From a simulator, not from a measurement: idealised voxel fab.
process module | voxel double patterning
We display cut, a cross-section 260 nm in width whose square cells are each 5 nm.
In this document a cross-section is written as a grid of square cells. It is given as a series of bands, listed from the top down, and a band is one or more rows of cells.
Basically the band line says how high the top is and how high the bottom is, in nm, and then what's in it from left to right, every material with its width in nm. Empty space shows up as "air", and if a single material carries "full width" it runs the full band edge to edge.
Basically, 0 is our baseline, since under it the wafer straight out of the box is all one material. The bottom band has no lower end and keeps on going down, so it looks like "0 and below".
The width entry "30->40" should be interpreted row by row: the top row of cells in the band takes the first number, the bottom row takes the second number, and the change between adjacent rows is uniform throughout.
Take "changes: none" at face value: in the step it is given for, the cross-section changed in none of its cells.
In the "Enclosed void inventory" entry, you get each enclosed empty space of 8 cells or more, one with no open way to the top, written width x height at distance, distance from the left edge, in nm.
On each step's line, the part that comes after the settings is the simulator's own comment on the step.
overlay nm, on a step with a mask: how far to the right of its planned place the mask lay; to the left if negative
-- This section lists the process steps that were planned
- 1: RECEIVE, material Si
- 2: CONFORMAL_DEP, material SiO2, thk nm 5
- 3: DIRECTIONAL_DEP, material TiN, thk nm 10
- 4: DIRECTIONAL_DEP, material SiCN, thk nm 10
- 5: DIRECTIONAL_DEP, material aC, thk nm 10
- 6: PATTERN, tone open, mask id FIRST, material resist, width nm 15, pitch nm 50, thk nm 30, overlay nm 0
- 7: DIRECTIONAL_ETCH, etch materials aC, depth nm 10
- 8: STRIP, etch materials resist
- 9: DIRECTIONAL_ETCH, etch materials SiCN, depth nm 10
- 10: STRIP, etch materials aC
- 11: PATTERN, tone open, mask id SECOND, material resist, width nm 15, thk nm 15, overlay nm 0
- 12: DIRECTIONAL_ETCH, etch materials SiCN, depth nm 10
- 13: STRIP, etch materials resist
- 14: DIRECTIONAL_ETCH, etch materials TiN, depth nm 10
- 15: STRIP, etch materials SiCN
What sets these wafers apart? The width nm at step 11. They all start alike, and the plan carries the first wafer's value.
-- First of several wafers, received after step 1, in cross-section
> 0 and below | Si full width
> Enclosed void inventory: none
-- First of several wafers: cross-section at the end of the module, after step 15, its last step
> 15 down to 5 | TiN 95  air 15  TiN 10  air 15  TiN 10  air 15  TiN 100
> 5 down to 0 | SiO2 full width
> 0 and below | Si full width
> Enclosed void inventory: none
-- Cross-sectional view of the final wafer of several at the module's end
> 15 down to 5 | TiN 95  air 15  TiN 5  air 45  TiN 100
> 5 down to 0 | SiO2 full width
> 0 and below | Si full width
> Enclosed void inventory: none
-- The table below has one row for each wafer; a row shows, as of the end of the module, how many cells of each material the wafer has gained, marked (+), or lost, marked (-), since it was received, and then the wafer's closed voids
width nm 15 | +52 SiO2 | +86 TiN | Enclosed void inventory: none
width nm 20 | +52 SiO2 | +84 TiN | Enclosed void inventory: none
width nm 25 | +52 SiO2 | +82 TiN | Enclosed void inventory: none
width nm 30 | +52 SiO2 | +80 TiN | Enclosed void inventory: none
